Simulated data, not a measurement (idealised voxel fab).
Process module name: voxel air gaps
The figure presents cross-section cut, which has a width of 215 nm and is divided into square cells with an edge length of 5 nm.
Heads up, the way a cross-section reads in here is a grid of square cells, handed over as bands from the top down, with every band being one or more rows of cells.
The band entry comprises the height of the band's top followed by the height of its bottom, expressed in nm, and subsequently the band's materials from left to right, each stated together with its width in nm. Where a single material is marked with the word "all across", that material fills the band from edge to edge. The word "blank" represents empty space.
Below 0: as-received wafer, all one material; heights counted from there. Lowest band: no bottom, goes on down, written "top 0, no bottom".
Note: "30..40" means the width goes from the first number (top row of the band) to the second number (bottom row) in equal steps per row of cells.
No cell of the cross-section changed in a step that is given as "no alteration".
"Enclosed void inventory": sealed empty spaces, 8 cells or more, no open way to top, listed width x height at distance, with distance from the left edge and width, height and distance in nm.
The remark found on a step's line after its settings is issued by the simulator itself and pertains to that step.
"overlay nm" on a masked step: distance the mask lay right of its planned place, negative for left.
Everything after this point is organized in pairs: a cross-section before one process step, a cross-section after it that shows only as deep as the lowest changed band, and, under the pair, the intervening step with its settings. Because different runs of this module on the same starting wafer can supply different pairs, a pair continues from the pair above it only if its entry headed "Pre-process state" says so.
# Pre-process state
	top 0, no bottom: Si all across
	Enclosed void inventory: none
# Sectional Result
	top 10, bottom 0: SiO2 all across
	Whatever lies below 0 is exactly as it was before.
	Enclosed void inventory: none
Step, pre vs post cross-sections above: CONFORMAL_DEP with material SiO2, thk nm 10
Pre-process state: after-state, pair directly above.
# Sectional Result
	top 15, bottom 10: SiN all across
	Whatever lies below 10 is exactly as it was before.
	Enclosed void inventory: none
Step, pre vs post cross-sections above: CONFORMAL_DEP with material SiN, thk nm 5
Pre-process state: after-state, pair directly above.
# Sectional Result
	top 50, bottom 15: lowk all across
	Whatever lies below 15 is exactly as it was before.
	Enclosed void inventory: none
Step, pre vs post cross-sections above: DIRECTIONAL_DEP with material lowk, thk nm 35
Pre-process state: after-state, pair directly above.
# Sectional Result
	top 65, bottom 50: aC all across
	Whatever lies below 50 is exactly as it was before.
	Enclosed void inventory: none
Step, pre vs post cross-sections above: DIRECTIONAL_DEP with material aC, thk nm 15
Pre-process state: after-state, pair directly above.
# Sectional Result
	top 100, bottom 65: 55 resist  15 blank  30 resist  15 blank  30 resist  15 blank  55 resist
	Whatever lies below 65 is exactly as it was before.
	Enclosed void inventory: none
Step, pre vs post cross-sections above: PATTERN with tone open, mask id LINES, material resist, width nm 15, pitch nm 45, thk nm 35, overlay nm 0
Pre-process state: after-state, pair directly above.
# Sectional Result
	top 85, bottom 65: 55 resist  15 blank  30 resist  15 blank  30 resist  15 blank  55 resist
	top 65, bottom 50: 55 aC  15 blank  30 aC  15 blank  30 aC  15 blank  55 aC
	Whatever lies below 50 is exactly as it was before.
	Enclosed void inventory: none
Step, pre vs post cross-sections above: DIRECTIONAL_ETCH with etch materials aC, depth nm 15
Pre-process state: after-state, pair directly above.
# Sectional Result
	top 65, bottom 50: 55 aC  15 blank  30 aC  15 blank  30 aC  15 blank  55 aC
	Whatever lies below 50 is exactly as it was before.
	Enclosed void inventory: none
Step, pre vs post cross-sections above: STRIP with etch materials resist
Pre-process state: after-state, pair directly above.
# Sectional Result
	top 65, bottom 50: 55 aC  15 blank  30 aC  15 blank  30 aC  15 blank  55 aC
	top 50, bottom 15: 55 lowk  15 blank  30 lowk  15 blank  30 lowk  15 blank  55 lowk
	Whatever lies below 15 is exactly as it was before.
	Enclosed void inventory: none
Step, pre vs post cross-sections above: DIRECTIONAL_ETCH with etch materials lowk, depth nm 35
Pre-process state: after-state, pair directly above.
# Sectional Result
	top 50, bottom 15: 55 lowk  15 blank  30 lowk  15 blank  30 lowk  15 blank  55 lowk
	Whatever lies below 15 is exactly as it was before.
	Enclosed void inventory: none
Step, pre vs post cross-sections above: STRIP with etch materials aC
Pre-process state: after-state, pair directly above.
# Sectional Result
	top 55, bottom 50: 60 TiN  5 blank  40 TiN  5 blank  40 TiN  5 blank  60 TiN
	top 50, bottom 20: 55 lowk  5 TiN  5 blank  5 TiN  30 lowk  5 TiN  5 blank  5 TiN  30 lowk  5 TiN  5 blank  5 TiN  55 lowk
	top 20, bottom 15: 55 lowk  15 TiN  30 lowk  15 TiN  30 lowk  15 TiN  55 lowk
	Whatever lies below 15 is exactly as it was before.
	Enclosed void inventory: none
Step, pre vs post cross-sections above: CONFORMAL_DEP with material TiN, thk nm 5
Pre-process state: after-state, pair directly above.
# Sectional Result
	top 65, bottom 55: Ru all across
	top 55, bottom 50: 60 TiN  5 Ru  40 TiN  5 Ru  40 TiN  5 Ru  60 TiN
	top 50, bottom 20: 55 lowk  5 TiN  5 Ru  5 TiN  30 lowk  5 TiN  5 Ru  5 TiN  30 lowk  5 TiN  5 Ru  5 TiN  55 lowk
	Whatever lies below 20 is exactly as it was before.
	Enclosed void inventory: none
Step, pre vs post cross-sections above: FILL_DEP with material Ru, thk nm 10
Pre-process state: after-state, pair directly above.
# Sectional Result
	top 50, bottom 20: 55 lowk  5 TiN  5 Ru  5 TiN  30 lowk  5 TiN  5 Ru  5 TiN  30 lowk  5 TiN  5 Ru  5 TiN  55 lowk
	Whatever lies below 20 is exactly as it was before.
	Enclosed void inventory: none
Step, pre vs post cross-sections above: CMP with height nm 50
Pre-process state: after-state, pair directly above.
# Sectional Result
	top 60, bottom 50: 45 blank  35 Ru  10 blank  35 Ru  10 blank  35 Ru  45 blank
	Whatever lies below 50 is exactly as it was before.
	Enclosed void inventory: none
Step, pre vs post cross-sections above: EPI with material Ru, thk nm 10
Pre-process state: after-state, pair directly above.
# Sectional Result
	top 60, bottom 50: 45 blank  35 Ru  10 blank  35 Ru  10 blank  35 Ru  45 blank
	top 50, bottom 20: 55 blank  5 TiN  5 Ru  5 TiN  30 blank  5 TiN  5 Ru  5 TiN  30 blank  5 TiN  5 Ru  5 TiN  55 blank
	top 20, bottom 15: 55 blank  15 TiN  30 blank  15 TiN  30 blank  15 TiN  55 blank
	Whatever lies below 15 is exactly as it was before.
	Enclosed void inventory: none
Step, pre vs post cross-sections above: SELECTIVE_ETCH with etch materials lowk, depth nm 45
Pre-process state: after-state, pair directly above.
# Sectional Result
	top 65, bottom 60: 40 blank  135 SiN  40 blank
	top 60, bottom 50: 40 blank  5 SiN  35 Ru  10 SiN  35 Ru  10 SiN  35 Ru  5 SiN  40 blank
	top 50, bottom 45: 40 blank  15 SiN  5 TiN  5 Ru  5 TiN  30 SiN  5 TiN  5 Ru  5 TiN  30 SiN  5 TiN  5 Ru  5 TiN  15 SiN  40 blank
	top 45, bottom 20: 50 blank  5 SiN  5 TiN  5 Ru  5 TiN  5 SiN  20 blank  5 SiN  5 TiN  5 Ru  5 TiN  5 SiN  20 blank  5 SiN  5 TiN  5 Ru  5 TiN  5 SiN  50 blank
	top 20, bottom 15: 55 SiN  15 TiN  30 SiN  15 TiN  30 SiN  15 TiN  55 SiN
	Whatever lies below 15 is exactly as it was before.
	Enclosed void inventory: 20 x 25 at 75; 20 x 25 at 120
Step, pre vs post cross-sections above: CONFORMAL_DEP with material SiN, thk nm 5
# Pre-process state
	top 0, no bottom: Si all across
	Enclosed void inventory: none
# Sectional Result
	top 5, bottom 0: SiN all across
	Whatever lies below 0 is exactly as it was before.
	Enclosed void inventory: none
Step, pre vs post cross-sections above: CONFORMAL_DEP with material SiN, thk nm 5
Pre-process state: after-state, pair directly above.
# Sectional Result
	top 40, bottom 5: lowk all across
	Whatever lies below 5 is exactly as it was before.
	Enclosed void inventory: none
Step, pre vs post cross-sections above: DIRECTIONAL_DEP with material lowk, thk nm 35
Pre-process state: after-state, pair directly above.
# Sectional Result
	top 55, bottom 40: aC all across
	Whatever lies below 40 is exactly as it was before.
	Enclosed void inventory: none
Step, pre vs post cross-sections above: DIRECTIONAL_DEP with material aC, thk nm 15
Pre-process state: after-state, pair directly above.
# Sectional Result
	top 90, bottom 55: 55 resist  15 blank  30 resist  15 blank  30 resist  15 blank  55 resist
	Whatever lies below 55 is exactly as it was before.
	Enclosed void inventory: none
Step, pre vs post cross-sections above: PATTERN with tone open, mask id LINES, material resist, width nm 15, pitch nm 45, thk nm 35, overlay nm 0
Pre-process state: after-state, pair directly above.
# Sectional Result
	top 75, bottom 55: 55 resist  15 blank  30 resist  15 blank  30 resist  15 blank  55 resist
	top 55, bottom 40: 55 aC  15 blank  30 aC  15 blank  30 aC  15 blank  55 aC
	Whatever lies below 40 is exactly as it was before.
	Enclosed void inventory: none
Step, pre vs post cross-sections above: DIRECTIONAL_ETCH with etch materials aC, depth nm 15
Pre-process state: after-state, pair directly above.
# Sectional Result
	top 55, bottom 40: 55 aC  15 blank  30 aC  15 blank  30 aC  15 blank  55 aC
	Whatever lies below 40 is exactly as it was before.
	Enclosed void inventory: none
Step, pre vs post cross-sections above: STRIP with etch materials resist
Pre-process state: after-state, pair directly above.
# Sectional Result
	top 55, bottom 40: 55 aC  15 blank  30 aC  15 blank  30 aC  15 blank  55 aC
	top 40, bottom 5: 55 lowk  15 blank  30 lowk  15 blank  30 lowk  15 blank  55 lowk
	Whatever lies below 5 is exactly as it was before.
	Enclosed void inventory: none
Step, pre vs post cross-sections above: DIRECTIONAL_ETCH with etch materials lowk, depth nm 35
Pre-process state: after-state, pair directly above.
# Sectional Result
	top 40, bottom 5: 55 lowk  15 blank  30 lowk  15 blank  30 lowk  15 blank  55 lowk
	Whatever lies below 5 is exactly as it was before.
	Enclosed void inventory: none
Step, pre vs post cross-sections above: STRIP with etch materials aC
Pre-process state: after-state, pair directly above.
# Sectional Result
	top 45, bottom 40: 60 TiN  5 blank  40 TiN  5 blank  40 TiN  5 blank  60 TiN
	top 40, bottom 10: 55 lowk  5 TiN  5 blank  5 TiN  30 lowk  5 TiN  5 blank  5 TiN  30 lowk  5 TiN  5 blank  5 TiN  55 lowk
	top 10, bottom 5: 55 lowk  15 TiN  30 lowk  15 TiN  30 lowk  15 TiN  55 lowk
	Whatever lies below 5 is exactly as it was before.
	Enclosed void inventory: none
Step, pre vs post cross-sections above: CONFORMAL_DEP with material TiN, thk nm 5
Pre-process state: after-state, pair directly above.
# Sectional Result
	top 55, bottom 45: Ru all across
	top 45, bottom 40: 60 TiN  5 Ru  40 TiN  5 Ru  40 TiN  5 Ru  60 TiN
	top 40, bottom 10: 55 lowk  5 TiN  5 Ru  5 TiN  30 lowk  5 TiN  5 Ru  5 TiN  30 lowk  5 TiN  5 Ru  5 TiN  55 lowk
	Whatever lies below 10 is exactly as it was before.
	Enclosed void inventory: none
Step, pre vs post cross-sections above: FILL_DEP with material Ru, thk nm 10
Pre-process state: after-state, pair directly above.
# Sectional Result
	top 50, bottom 45: Ru all across
	Whatever lies below 45 is exactly as it was before.
	Enclosed void inventory: none
Step, pre vs post cross-sections above: CMP with height nm 50
Pre-process state: after-state, pair directly above.
# Sectional Result
	top 60, bottom 45: Ru all across
	Whatever lies below 45 is exactly as it was before.
	Enclosed void inventory: none
Step, pre vs post cross-sections above: EPI with material Ru, thk nm 10
Pre-process state: after-state, pair directly above.
# Sectional Result
	top 65, bottom 60: SiN all across
	Whatever lies below 60 is exactly as it was before.
	Enclosed void inventory: none
Step, pre vs post cross-sections above: CONFORMAL_DEP with material SiN, thk nm 5
# Pre-process state
	top 60, bottom 50: 45 blank  35 Ru  10 blank  35 Ru  10 blank  35 Ru  45 blank
	top 50, bottom 20: 55 lowk  5 TiN  5 Ru  5 TiN  30 lowk  5 TiN  5 Ru  5 TiN  30 lowk  5 TiN  5 Ru  5 TiN  55 lowk
	top 20, bottom 15: 55 lowk  15 TiN  30 lowk  15 TiN  30 lowk  15 TiN  55 lowk
	top 15, bottom 10: SiN all across
	top 10, bottom 0: SiO2 all across
	top 0, no bottom: Si all across
	Enclosed void inventory: none
# Sectional Result
	top 70, bottom 50: 35 blank  145 Ru  35 blank
	Whatever lies below 50 is exactly as it was before.
	Enclosed void inventory: none
Step, pre vs post cross-sections above: EPI with material Ru, thk nm 10
Pre-process state: after-state, pair directly above.
# Sectional Result
	top 70, bottom 50: 35 blank  145 Ru  35 blank
	top 50, bottom 20: 55 blank  5 TiN  5 Ru  5 TiN  30 lowk  5 TiN  5 Ru  5 TiN  30 lowk  5 TiN  5 Ru  5 TiN  55 blank
	top 20, bottom 15: 55 blank  15 TiN  30 lowk  15 TiN  30 lowk  15 TiN  55 blank
	Whatever lies below 15 is exactly as it was before.
	Enclosed void inventory: none
Step, pre vs post cross-sections above: SELECTIVE_ETCH with etch materials lowk, depth nm 45
Pre-process state: after-state, pair directly above.
# Sectional Result
	top 75, bottom 70: 30 blank  155 SiN  30 blank
	top 70, bottom 50: 30 blank  5 SiN  145 Ru  5 SiN  30 blank
	top 50, bottom 45: 30 blank  25 SiN  5 TiN  5 Ru  5 TiN  30 lowk  5 TiN  5 Ru  5 TiN  30 lowk  5 TiN  5 Ru  5 TiN  25 SiN  30 blank
	top 45, bottom 20: 50 blank  5 SiN  5 TiN  5 Ru  5 TiN  30 lowk  5 TiN  5 Ru  5 TiN  30 lowk  5 TiN  5 Ru  5 TiN  5 SiN  50 blank
	top 20, bottom 15: 55 SiN  15 TiN  30 lowk  15 TiN  30 lowk  15 TiN  55 SiN
	Whatever lies below 15 is exactly as it was before.
	Enclosed void inventory: none
Step, pre vs post cross-sections above: CONFORMAL_DEP with material SiN, thk nm 5
# Pre-process state
	top 10, bottom 0: SiO2 all across
	top 0, no bottom: Si all across
	Enclosed void inventory: none
# Sectional Result
	top 45, bottom 10: lowk all across
	Whatever lies below 10 is exactly as it was before.
	Enclosed void inventory: none
Step, pre vs post cross-sections above: DIRECTIONAL_DEP with material lowk, thk nm 35
Pre-process state: after-state, pair directly above.
# Sectional Result
	top 50, bottom 45: SiN all across
	Whatever lies below 45 is exactly as it was before.
	Enclosed void inventory: none
Step, pre vs post cross-sections above: CONFORMAL_DEP with material SiN, thk nm 5
Pre-process state: after-state, pair directly above.
# Sectional Result
	top 65, bottom 50: aC all across
	Whatever lies below 50 is exactly as it was before.
	Enclosed void inventory: none
Step, pre vs post cross-sections above: DIRECTIONAL_DEP with material aC, thk nm 15
Pre-process state: after-state, pair directly above.
# Sectional Result
	top 100, bottom 65: 55 resist  15 blank  30 resist  15 blank  30 resist  15 blank  55 resist
	Whatever lies below 65 is exactly as it was before.
	Enclosed void inventory: none
Step, pre vs post cross-sections above: PATTERN with tone open, mask id LINES, material resist, width nm 15, pitch nm 45, thk nm 35, overlay nm 0
Pre-process state: after-state, pair directly above.
# Sectional Result
	top 85, bottom 65: 55 resist  15 blank  30 resist  15 blank  30 resist  15 blank  55 resist
	top 65, bottom 50: 55 aC  15 blank  30 aC  15 blank  30 aC  15 blank  55 aC
	Whatever lies below 50 is exactly as it was before.
	Enclosed void inventory: none
Step, pre vs post cross-sections above: DIRECTIONAL_ETCH with etch materials aC, depth nm 15
Pre-process state: after-state, pair directly above.
# Sectional Result
	top 65, bottom 50: 55 aC  15 blank  30 aC  15 blank  30 aC  15 blank  55 aC
	Whatever lies below 50 is exactly as it was before.
	Enclosed void inventory: none
Step, pre vs post cross-sections above: STRIP with etch materials resist
Pre-process state: after-state, pair directly above.
# Sectional Result
	top 50, bottom 45: SiN all across
	Whatever lies below 45 is exactly as it was before.
	Enclosed void inventory: none
Step, pre vs post cross-sections above: STRIP with etch materials aC
Pre-process state: after-state, pair directly above.
# Sectional Result
	top 55, bottom 50: TiN all across
	Whatever lies below 50 is exactly as it was before.
	Enclosed void inventory: none
Step, pre vs post cross-sections above: CONFORMAL_DEP with material TiN, thk nm 5
Pre-process state: after-state, pair directly above.
# Sectional Result
	top 65, bottom 55: Ru all across
	Whatever lies below 55 is exactly as it was before.
	Enclosed void inventory: none
Step, pre vs post cross-sections above: FILL_DEP with material Ru, thk nm 10
Pre-process state: after-state, pair directly above.
# Sectional Result
	top 50, bottom 45: SiN all across
	Whatever lies below 45 is exactly as it was before.
	Enclosed void inventory: none
Step, pre vs post cross-sections above: CMP with height nm 50
Pre-process state: after-state, pair directly above.
# Sectional Result
	top 55, bottom 45: SiN all across
	Whatever lies below 45 is exactly as it was before.
	Enclosed void inventory: none
Step, pre vs post cross-sections above: CONFORMAL_DEP with material SiN, thk nm 5
# Pre-process state
	top 0, no bottom: Si all across
	Enclosed void inventory: none
# Sectional Result
	top 15, bottom 0: SiO2 all across
	Whatever lies below 0 is exactly as it was before.
	Enclosed void inventory: none
Step, pre vs post cross-sections above: CONFORMAL_DEP with material SiO2, thk nm 15
Pre-process state: after-state, pair directly above.
# Sectional Result
	top 20, bottom 15: SiN all across
	Whatever lies below 15 is exactly as it was before.
	Enclosed void inventory: none
Step, pre vs post cross-sections above: CONFORMAL_DEP with material SiN, thk nm 5
Pre-process state: after-state, pair directly above.
# Sectional Result
	top 55, bottom 20: lowk all across
	Whatever lies below 20 is exactly as it was before.
	Enclosed void inventory: none
Step, pre vs post cross-sections above: DIRECTIONAL_DEP with material lowk, thk nm 35
Pre-process state: after-state, pair directly above.
# Sectional Result
	top 70, bottom 55: aC all across
	Whatever lies below 55 is exactly as it was before.
	Enclosed void inventory: none
Step, pre vs post cross-sections above: DIRECTIONAL_DEP with material aC, thk nm 15
Pre-process state: after-state, pair directly above.
# Sectional Result
	top 105, bottom 70: 55 resist  15 blank  30 resist  15 blank  30 resist  15 blank  55 resist
	Whatever lies below 70 is exactly as it was before.
	Enclosed void inventory: none
Step, pre vs post cross-sections above: PATTERN with tone open, mask id LINES, material resist, width nm 15, pitch nm 45, thk nm 35, overlay nm 0
Pre-process state: after-state, pair directly above.
# Sectional Result
	top 90, bottom 70: 55 resist  15 blank  30 resist  15 blank  30 resist  15 blank  55 resist
	top 70, bottom 55: 55 aC  15 blank  30 aC  15 blank  30 aC  15 blank  55 aC
	Whatever lies below 55 is exactly as it was before.
	Enclosed void inventory: none
Step, pre vs post cross-sections above: DIRECTIONAL_ETCH with etch materials aC, depth nm 15
Pre-process state: after-state, pair directly above.
# Sectional Result
	top 70, bottom 55: 55 aC  15 blank  30 aC  15 blank  30 aC  15 blank  55 aC
	Whatever lies below 55 is exactly as it was before.
	Enclosed void inventory: none
Step, pre vs post cross-sections above: STRIP with etch materials resist
Pre-process state: after-state, pair directly above.
# Sectional Result
	top 70, bottom 55: 55 aC  15 blank  30 aC  15 blank  30 aC  15 blank  55 aC
	top 55, bottom 20: 55 lowk  15 blank  30 lowk  15 blank  30 lowk  15 blank  55 lowk
	Whatever lies below 20 is exactly as it was before.
	Enclosed void inventory: none
Step, pre vs post cross-sections above: DIRECTIONAL_ETCH with etch materials lowk, depth nm 35
Pre-process state: after-state, pair directly above.
# Sectional Result
	top 55, bottom 20: 55 lowk  15 blank  30 lowk  15 blank  30 lowk  15 blank  55 lowk
	Whatever lies below 20 is exactly as it was before.
	Enclosed void inventory: none
Step, pre vs post cross-sections above: STRIP with etch materials aC
Pre-process state: after-state, pair directly above.
# Sectional Result
	top 60, bottom 55: 60 TiN  5 blank  40 TiN  5 blank  40 TiN  5 blank  60 TiN
	top 55, bottom 25: 55 lowk  5 TiN  5 blank  5 TiN  30 lowk  5 TiN  5 blank  5 TiN  30 lowk  5 TiN  5 blank  5 TiN  55 lowk
	top 25, bottom 20: 55 lowk  15 TiN  30 lowk  15 TiN  30 lowk  15 TiN  55 lowk
	Whatever lies below 20 is exactly as it was before.
	Enclosed void inventory: none
Step, pre vs post cross-sections above: CONFORMAL_DEP with material TiN, thk nm 5
Pre-process state: after-state, pair directly above.
# Sectional Result
	top 70, bottom 60: Ru all across
	top 60, bottom 55: 60 TiN  5 Ru  40 TiN  5 Ru  40 TiN  5 Ru  60 TiN
	top 55, bottom 25: 55 lowk  5 TiN  5 Ru  5 TiN  30 lowk  5 TiN  5 Ru  5 TiN  30 lowk  5 TiN  5 Ru  5 TiN  55 lowk
	Whatever lies below 25 is exactly as it was before.
	Enclosed void inventory: none
Step, pre vs post cross-sections above: FILL_DEP with material Ru, thk nm 10
Pre-process state: after-state, pair directly above.
# Sectional Result
	top 50, bottom 25: 55 lowk  5 TiN  5 Ru  5 TiN  30 lowk  5 TiN  5 Ru  5 TiN  30 lowk  5 TiN  5 Ru  5 TiN  55 lowk
	Whatever lies below 25 is exactly as it was before.
	Enclosed void inventory: none
Step, pre vs post cross-sections above: CMP with height nm 50
Pre-process state: after-state, pair directly above.
# Sectional Result
	top 60, bottom 50: 45 blank  35 Ru  10 blank  35 Ru  10 blank  35 Ru  45 blank
	Whatever lies below 50 is exactly as it was before.
	Enclosed void inventory: none
Step, pre vs post cross-sections above: EPI with material Ru, thk nm 10
Pre-process state: after-state, pair directly above.
# Sectional Result
	top 60, bottom 50: 45 blank  35 Ru  10 blank  35 Ru  10 blank  35 Ru  45 blank
	top 50, bottom 25: 55 blank  5 TiN  5 Ru  5 TiN  30 blank  5 TiN  5 Ru  5 TiN  30 blank  5 TiN  5 Ru  5 TiN  55 blank
	top 25, bottom 20: 55 blank  15 TiN  30 blank  15 TiN  30 blank  15 TiN  55 blank
	Whatever lies below 20 is exactly as it was before.
	Enclosed void inventory: none
Step, pre vs post cross-sections above: SELECTIVE_ETCH with etch materials lowk, depth nm 45
Pre-process state: after-state, pair directly above.
# Sectional Result
	top 65, bottom 60: 40 blank  135 SiN  40 blank
	top 60, bottom 50: 40 blank  5 SiN  35 Ru  10 SiN  35 Ru  10 SiN  35 Ru  5 SiN  40 blank
	top 50, bottom 45: 40 blank  15 SiN  5 TiN  5 Ru  5 TiN  30 SiN  5 TiN  5 Ru  5 TiN  30 SiN  5 TiN  5 Ru  5 TiN  15 SiN  40 blank
	top 45, bottom 25: 50 blank  5 SiN  5 TiN  5 Ru  5 TiN  5 SiN  20 blank  5 SiN  5 TiN  5 Ru  5 TiN  5 SiN  20 blank  5 SiN  5 TiN  5 Ru  5 TiN  5 SiN  50 blank
	top 25, bottom 20: 55 SiN  15 TiN  30 SiN  15 TiN  30 SiN  15 TiN  55 SiN
	Whatever lies below 20 is exactly as it was before.
	Enclosed void inventory: 20 x 20 at 75; 20 x 20 at 120
Step, pre vs post cross-sections above: CONFORMAL_DEP with material SiN, thk nm 5
# Pre-process state
	top 65, bottom 50: aC all across
	top 50, bottom 15: lowk all across
	top 15, bottom 10: SiN all across
	top 10, bottom 0: SiO2 all across
	top 0, no bottom: Si all across
	Enclosed void inventory: none
# Sectional Result
	top 100, bottom 65: 50 resist  25 blank  20 resist  25 blank  20 resist  25 blank  50 resist
	Whatever lies below 65 is exactly as it was before.
	Enclosed void inventory: none
Step, pre vs post cross-sections above: PATTERN with tone open, mask id LINES, material resist, width nm 25, pitch nm 45, thk nm 35, overlay nm 0
Pre-process state: after-state, pair directly above.
# Sectional Result
	top 85, bottom 65: 50 resist  25 blank  20 resist  25 blank  20 resist  25 blank  50 resist
	top 65, bottom 50: 50 aC  25 blank  20 aC  25 blank  20 aC  25 blank  50 aC
	Whatever lies below 50 is exactly as it was before.
	Enclosed void inventory: none
Step, pre vs post cross-sections above: DIRECTIONAL_ETCH with etch materials aC, depth nm 15
Pre-process state: after-state, pair directly above.
# Sectional Result
	top 65, bottom 50: 50 aC  25 blank  20 aC  25 blank  20 aC  25 blank  50 aC
	Whatever lies below 50 is exactly as it was before.
	Enclosed void inventory: none
Step, pre vs post cross-sections above: STRIP with etch materials resist
Pre-process state: after-state, pair directly above.
# Sectional Result
	top 65, bottom 50: 50 aC  25 blank  20 aC  25 blank  20 aC  25 blank  50 aC
	top 50, bottom 15: 50 lowk  25 blank  20 lowk  25 blank  20 lowk  25 blank  50 lowk
	Whatever lies below 15 is exactly as it was before.
	Enclosed void inventory: none
Step, pre vs post cross-sections above: DIRECTIONAL_ETCH with etch materials lowk, depth nm 35
Pre-process state: after-state, pair directly above.
# Sectional Result
	top 50, bottom 15: 50 lowk  25 blank  20 lowk  25 blank  20 lowk  25 blank  50 lowk
	Whatever lies below 15 is exactly as it was before.
	Enclosed void inventory: none
Step, pre vs post cross-sections above: STRIP with etch materials aC
Pre-process state: after-state, pair directly above.
# Sectional Result
	top 55, bottom 50: 55 TiN  15 blank  30 TiN  15 blank  30 TiN  15 blank  55 TiN
	top 50, bottom 20: 50 lowk  5 TiN  15 blank  5 TiN  20 lowk  5 TiN  15 blank  5 TiN  20 lowk  5 TiN  15 blank  5 TiN  50 lowk
	top 20, bottom 15: 50 lowk  25 TiN  20 lowk  25 TiN  20 lowk  25 TiN  50 lowk
	Whatever lies below 15 is exactly as it was before.
	Enclosed void inventory: none
Step, pre vs post cross-sections above: CONFORMAL_DEP with material TiN, thk nm 5
Pre-process state: after-state, pair directly above.
# Sectional Result
	top 65, bottom 55: Ru all across
	top 55, bottom 50: 55 TiN  15 Ru  30 TiN  15 Ru  30 TiN  15 Ru  55 TiN
	top 50, bottom 20: 50 lowk  5 TiN  15 Ru  5 TiN  20 lowk  5 TiN  15 Ru  5 TiN  20 lowk  5 TiN  15 Ru  5 TiN  50 lowk
	Whatever lies below 20 is exactly as it was before.
	Enclosed void inventory: none
Step, pre vs post cross-sections above: FILL_DEP with material Ru, thk nm 10
Pre-process state: after-state, pair directly above.
# Sectional Result
	top 50, bottom 20: 50 lowk  5 TiN  15 Ru  5 TiN  20 lowk  5 TiN  15 Ru  5 TiN  20 lowk  5 TiN  15 Ru  5 TiN  50 lowk
	Whatever lies below 20 is exactly as it was before.
	Enclosed void inventory: none
Step, pre vs post cross-sections above: CMP with height nm 50
Pre-process state: after-state, pair directly above.
# Sectional Result
	top 60, bottom 50: 40 blank  135 Ru  40 blank
	Whatever lies below 50 is exactly as it was before.
	Enclosed void inventory: none
Step, pre vs post cross-sections above: EPI with material Ru, thk nm 10
Pre-process state: after-state, pair directly above.
# Sectional Result
	top 60, bottom 50: 40 blank  135 Ru  40 blank
	top 50, bottom 20: 50 blank  5 TiN  15 Ru  5 TiN  20 lowk  5 TiN  15 Ru  5 TiN  20 lowk  5 TiN  15 Ru  5 TiN  50 blank
	top 20, bottom 15: 50 blank  25 TiN  20 lowk  25 TiN  20 lowk  25 TiN  50 blank
	Whatever lies below 15 is exactly as it was before.
	Enclosed void inventory: none
Step, pre vs post cross-sections above: SELECTIVE_ETCH with etch materials lowk, depth nm 45
Pre-process state: after-state, pair directly above.
# Sectional Result
	top 65, bottom 60: 35 blank  145 SiN  35 blank
	top 60, bottom 50: 35 blank  5 SiN  135 Ru  5 SiN  35 blank
	top 50, bottom 45: 35 blank  15 SiN  5 TiN  15 Ru  5 TiN  20 lowk  5 TiN  15 Ru  5 TiN  20 lowk  5 TiN  15 Ru  5 TiN  15 SiN  35 blank
	top 45, bottom 20: 45 blank  5 SiN  5 TiN  15 Ru  5 TiN  20 lowk  5 TiN  15 Ru  5 TiN  20 lowk  5 TiN  15 Ru  5 TiN  5 SiN  45 blank
	top 20, bottom 15: 50 SiN  25 TiN  20 lowk  25 TiN  20 lowk  25 TiN  50 SiN
	Whatever lies below 15 is exactly as it was before.
	Enclosed void inventory: none
Step, pre vs post cross-sections above: CONFORMAL_DEP with material SiN, thk nm 5
# Pre-process state
	top 65, bottom 50: aC all across
	top 50, bottom 15: lowk all across
	top 15, bottom 10: SiN all across
	top 10, bottom 0: SiO2 all across
	top 0, no bottom: Si all across
	Enclosed void inventory: none
# Sectional Result
	top 100, bottom 65: 50 resist  15 blank  30 resist  15 blank  30 resist  15 blank  60 resist
	Whatever lies below 65 is exactly as it was before.
	Enclosed void inventory: none
Step, pre vs post cross-sections above: PATTERN with tone open, mask id LINES, material resist, width nm 15, pitch nm 45, thk nm 35, overlay nm -5
Pre-process state: after-state, pair directly above.
# Sectional Result
	top 85, bottom 65: 50 resist  15 blank  30 resist  15 blank  30 resist  15 blank  60 resist
	top 65, bottom 50: 50 aC  15 blank  30 aC  15 blank  30 aC  15 blank  60 aC
	Whatever lies below 50 is exactly as it was before.
	Enclosed void inventory: none
Step, pre vs post cross-sections above: DIRECTIONAL_ETCH with etch materials aC, depth nm 15
Pre-process state: after-state, pair directly above.
# Sectional Result
	top 65, bottom 50: 50 aC  15 blank  30 aC  15 blank  30 aC  15 blank  60 aC
	Whatever lies below 50 is exactly as it was before.
	Enclosed void inventory: none
Step, pre vs post cross-sections above: STRIP with etch materials resist
Pre-process state: after-state, pair directly above.
# Sectional Result
	top 65, bottom 50: 50 aC  15 blank  30 aC  15 blank  30 aC  15 blank  60 aC
	top 50, bottom 15: 50 lowk  15 blank  30 lowk  15 blank  30 lowk  15 blank  60 lowk
	Whatever lies below 15 is exactly as it was before.
	Enclosed void inventory: none
Step, pre vs post cross-sections above: DIRECTIONAL_ETCH with etch materials lowk, depth nm 35
Pre-process state: after-state, pair directly above.
# Sectional Result
	top 50, bottom 15: 50 lowk  15 blank  30 lowk  15 blank  30 lowk  15 blank  60 lowk
	Whatever lies below 15 is exactly as it was before.
	Enclosed void inventory: none
Step, pre vs post cross-sections above: STRIP with etch materials aC
Pre-process state: after-state, pair directly above.
# Sectional Result
	top 55, bottom 50: 55 TiN  5 blank  40 TiN  5 blank  40 TiN  5 blank  65 TiN
	top 50, bottom 20: 50 lowk  5 TiN  5 blank  5 TiN  30 lowk  5 TiN  5 blank  5 TiN  30 lowk  5 TiN  5 blank  5 TiN  60 lowk
	top 20, bottom 15: 50 lowk  15 TiN  30 lowk  15 TiN  30 lowk  15 TiN  60 lowk
	Whatever lies below 15 is exactly as it was before.
	Enclosed void inventory: none
Step, pre vs post cross-sections above: CONFORMAL_DEP with material TiN, thk nm 5
Pre-process state: after-state, pair directly above.
# Sectional Result
	top 65, bottom 55: Ru all across
	top 55, bottom 50: 55 TiN  5 Ru  40 TiN  5 Ru  40 TiN  5 Ru  65 TiN
	top 50, bottom 20: 50 lowk  5 TiN  5 Ru  5 TiN  30 lowk  5 TiN  5 Ru  5 TiN  30 lowk  5 TiN  5 Ru  5 TiN  60 lowk
	Whatever lies below 20 is exactly as it was before.
	Enclosed void inventory: none
Step, pre vs post cross-sections above: FILL_DEP with material Ru, thk nm 10
Pre-process state: after-state, pair directly above.
# Sectional Result
	top 50, bottom 20: 50 lowk  5 TiN  5 Ru  5 TiN  30 lowk  5 TiN  5 Ru  5 TiN  30 lowk  5 TiN  5 Ru  5 TiN  60 lowk
	Whatever lies below 20 is exactly as it was before.
	Enclosed void inventory: none
Step, pre vs post cross-sections above: CMP with height nm 50
